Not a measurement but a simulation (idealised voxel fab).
The following process module bears the name voxel double patterning.
The width of the displayed cross-section, cut, is 145 nm; its cells are square, with a size of 5 nm.
A cross-section is a grid of square cells, given in bands from the top down. A band is one or more rows of cells. Look at the band entry: it leads with the top's height and the bottom's height in nm. Then it lists the materials left to right, with a width in nm for each. The word "edge to edge" on a single material says that material fills the band edge to edge. The word "air" is empty space. It should be noted that heights are counted from 0, beneath which the wafer as supplied is of one material throughout, and that the lowest band possesses no lower boundary but continues downward, as written in "0 -> down". The expression "30..40" gives the width at the extremes of the band, the first number at its top row of cells and the second at its bottom row, with the width changing by equal amounts from each row to the next in between. It should be understood that the words "no alteration", when stated for a given step, signify that the cross-section underwent no change in any of its cells during that step. Basically, "Voids, fully enclosed" tells you about the enclosed voids: empty spaces with no open way to the top, 8 cells or bigger, each written width x height at distance, where distance is from the left edge, all in nm. It should be noted that, on the line of a given step, the content following the step's settings is a remark produced by the simulator itself with respect to that step. Among the settings permitted on a step's line is "overlay nm"; applied to a step with a mask, it specifies the extent to which the mask lay to the right of its planned position, whereas a negative figure signifies a position to the left.

### Process steps (planned)
| 1 | RECEIVE,material Si |
| 2 | CONFORMAL_DEP,material SiO2,thk nm 10 |
| 3 | DIRECTIONAL_DEP,material W,thk nm 15 |
| 4 | DIRECTIONAL_DEP,material SiN,thk nm 5 |
| 5 | DIRECTIONAL_DEP,material aC,thk nm 15 |
| 6 | PATTERN,tone open,mask id FIRST,material resist,width nm 15,pitch nm 50,thk nm 30,overlay nm 0 |
| 7 | DIRECTIONAL_ETCH,etch materials aC,depth nm 15 |
| 8 | STRIP,etch materials resist |
| 9 | DIRECTIONAL_ETCH,etch materials SiN,depth nm 5 |
| 10 | STRIP,etch materials aC |
| 11 | DIRECTIONAL_DEP,material aC,thk nm 15 |
| 12 | PATTERN,tone open,mask id SECOND,material resist,width nm 15,thk nm 30,overlay nm 0 |
| 13 | DIRECTIONAL_ETCH,etch materials aC,depth nm 15 |
| 14 | STRIP,etch materials resist |
| 15 | DIRECTIONAL_ETCH,etch materials SiN,depth nm 5 |
| 16 | STRIP,etch materials aC |
| 17 | DIRECTIONAL_ETCH,etch materials W,depth nm 15 |
| 18 | STRIP,etch materials SiN |

### The first of the two wafers, which ran as planned

### Received-state cross-section, reflecting completion of step 1
- 0 -> down | Si edge to edge
- Voids, fully enclosed: none

### Once step 2 is through, the wafer looks like this in cross-section
- 10 -> 0 | SiO2 edge to edge
- Rest of section, below 0: as before.

### Once step 3 is through, the wafer looks like this in cross-section
- 25 -> 10 | W edge to edge
- Rest of section, below 10: as before.

### Once step 4 is through, the wafer looks like this in cross-section
- 30 -> 25 | SiN edge to edge
- Rest of section, below 25: as before.

### Once step 5 is through, the wafer looks like this in cross-section
- 45 -> 30 | aC edge to edge
- Rest of section, below 30: as before.

### Once step 6 is through, the wafer looks like this in cross-section
- 75 -> 45 | resist (40) / air (15) / resist (35) / air (15) / resist (40)
- Rest of section, below 45: as before.

### Once step 7 is through, the wafer looks like this in cross-section
- 60 -> 45 | resist (40) / air (15) / resist (35) / air (15) / resist (40)
- 45 -> 30 | aC (40) / air (15) / aC (35) / air (15) / aC (40)
- Rest of section, below 30: as before.

### Once step 8 is through, the wafer looks like this in cross-section
- 45 -> 30 | aC (40) / air (15) / aC (35) / air (15) / aC (40)
- Rest of section, below 30: as before.

### Once step 9 is through, the wafer looks like this in cross-section
- 45 -> 30 | aC (40) / air (15) / aC (35) / air (15) / aC (40)
- 30 -> 25 | SiN (40) / air (15) / SiN (35) / air (15) / SiN (40)
- Rest of section, below 25: as before.

### Once step 10 is through, the wafer looks like this in cross-section
- 30 -> 25 | SiN (40) / air (15) / SiN (35) / air (15) / SiN (40)
- Rest of section, below 25: as before.

### Once step 11 is through, the wafer looks like this in cross-section
- 45 -> 40 | aC (40) / air (15) / aC (35) / air (15) / aC (40)
- 40 -> 30 | aC edge to edge
- 30 -> 25 | SiN (40) / aC (15) / SiN (35) / aC (15) / SiN (40)
- Rest of section, below 25: as before.

### Once step 12 is through, the wafer looks like this in cross-section
- 75 -> 45 | resist (65) / air (15) / resist (65)
- 45 -> 40 | aC (40) / resist (15) / aC (35) / resist (15) / aC (40)
- Rest of section, below 40: as before.

### Once step 13 is through, the wafer looks like this in cross-section
- 60 -> 45 | resist (65) / air (15) / resist (65)
- 45 -> 40 | aC (40) / resist (15) / aC (10) / air (15) / aC (10) / resist (15) / aC (40)
- 40 -> 30 | aC (65) / air (15) / aC (65)
- Rest of section, below 30: as before.

### Once step 14 is through, the wafer looks like this in cross-section
- 45 -> 40 | aC (40) / air (15) / aC (10) / air (15) / aC (10) / air (15) / aC (40)
- Rest of section, below 40: as before.

### Once step 15 is through, the wafer looks like this in cross-section
- 45 -> 40 | aC (40) / air (15) / aC (10) / air (15) / aC (10) / air (15) / aC (40)
- 40 -> 30 | aC (65) / air (15) / aC (65)
- 30 -> 25 | SiN (40) / aC (15) / SiN (10) / air (15) / SiN (10) / aC (15) / SiN (40)
- Rest of section, below 25: as before.

### Once step 16 is through, the wafer looks like this in cross-section
- 30 -> 25 | SiN (40) / air (15) / SiN (10) / air (15) / SiN (10) / air (15) / SiN (40)
- Rest of section, below 25: as before.

### Once step 17 is through, the wafer looks like this in cross-section
- 30 -> 25 | SiN (40) / air (15) / SiN (10) / air (15) / SiN (10) / air (15) / SiN (40)
- 25 -> 10 | W (40) / air (15) / W (10) / air (15) / W (10) / air (15) / W (40)
- Rest of section, below 10: as before.

### Once step 18 is through, the wafer looks like this in cross-section
- 25 -> 10 | W (40) / air (15) / W (10) / air (15) / W (10) / air (15) / W (40)
- Rest of section, below 10: as before.

### Second Wafer (Identical Start and Plan, One Processing Error; Matches First Wafer Through Step 2)

### Cross-section of the second wafer when, according to plan, step 3 should have finished
- 20 -> 10 | W edge to edge
- Rest of section, below 10: as before.

### Cross-section of the second wafer when, according to plan, step 4 should have finished
- 25 -> 20 | SiN edge to edge
- Rest of section, below 20: as before.

### Cross-section of the second wafer when, according to plan, step 5 should have finished
- 40 -> 25 | aC edge to edge
- Rest of section, below 25: as before.

### Cross-section of the second wafer when, according to plan, step 6 should have finished
- 70 -> 40 | resist (40) / air (15) / resist (35) / air (15) / resist (40)
- Rest of section, below 40: as before.

### Cross-section of the second wafer when, according to plan, step 7 should have finished
- 55 -> 40 | resist (40) / air (15) / resist (35) / air (15) / resist (40)
- 40 -> 25 | aC (40) / air (15) / aC (35) / air (15) / aC (40)
- Rest of section, below 25: as before.

### Cross-section of the second wafer when, according to plan, step 8 should have finished
- 40 -> 25 | aC (40) / air (15) / aC (35) / air (15) / aC (40)
- Rest of section, below 25: as before.

### Cross-section of the second wafer when, according to plan, step 9 should have finished
- 40 -> 25 | aC (40) / air (15) / aC (35) / air (15) / aC (40)
- 25 -> 20 | SiN (40) / air (15) / SiN (35) / air (15) / SiN (40)
- Rest of section, below 20: as before.

### Cross-section of the second wafer when, according to plan, step 10 should have finished
- 25 -> 20 | SiN (40) / air (15) / SiN (35) / air (15) / SiN (40)
- Rest of section, below 20: as before.

### Cross-section of the second wafer when, according to plan, step 11 should have finished
- 40 -> 35 | aC (40) / air (15) / aC (35) / air (15) / aC (40)
- 35 -> 25 | aC edge to edge
- 25 -> 20 | SiN (40) / aC (15) / SiN (35) / aC (15) / SiN (40)
- Rest of section, below 20: as before.

### Cross-section of the second wafer when, according to plan, step 12 should have finished
- 70 -> 40 | resist (65) / air (15) / resist (65)
- 40 -> 35 | aC (40) / resist (15) / aC (35) / resist (15) / aC (40)
- Rest of section, below 35: as before.

### Cross-section of the second wafer when, according to plan, step 13 should have finished
- 55 -> 40 | resist (65) / air (15) / resist (65)
- 40 -> 35 | aC (40) / resist (15) / aC (10) / air (15) / aC (10) / resist (15) / aC (40)
- 35 -> 25 | aC (65) / air (15) / aC (65)
- Rest of section, below 25: as before.

### Cross-section of the second wafer when, according to plan, step 14 should have finished
- 40 -> 35 | aC (40) / air (15) / aC (10) / air (15) / aC (10) / air (15) / aC (40)
- Rest of section, below 35: as before.

### Cross-section of the second wafer when, according to plan, step 15 should have finished
- 40 -> 35 | aC (40) / air (15) / aC (10) / air (15) / aC (10) / air (15) / aC (40)
- 35 -> 25 | aC (65) / air (15) / aC (65)
- 25 -> 20 | SiN (40) / aC (15) / SiN (10) / air (15) / SiN (10) / aC (15) / SiN (40)
- Rest of section, below 20: as before.

### Cross-section of the second wafer when, according to plan, step 16 should have finished
- 25 -> 20 | SiN (40) / air (15) / SiN (10) / air (15) / SiN (10) / air (15) / SiN (40)
- Rest of section, below 20: as before.

### Cross-section of the second wafer when, according to plan, step 17 should have finished
- 25 -> 20 | SiN (40) / air (15) / SiN (10) / air (15) / SiN (10) / air (15) / SiN (40)
- 20 -> 10 | W (40) / air (15) / W (10) / air (15) / W (10) / air (15) / W (40)
- Rest of section, below 10: as before.

### Cross-section of the second wafer when, according to plan, step 18 should have finished
- 20 -> 10 | W (40) / air (15) / W (10) / air (15) / W (10) / air (15) / W (40)
- Rest of section, below 10: as before.
what went wrong: heads up, step 3 didn't go per plan, it actually ran as DIRECTIONAL_DEP,material W,thk nm 10
Per the end-of-run cell counts, the second wafer holds more or fewer of some materials than the first: 20 fewer of W
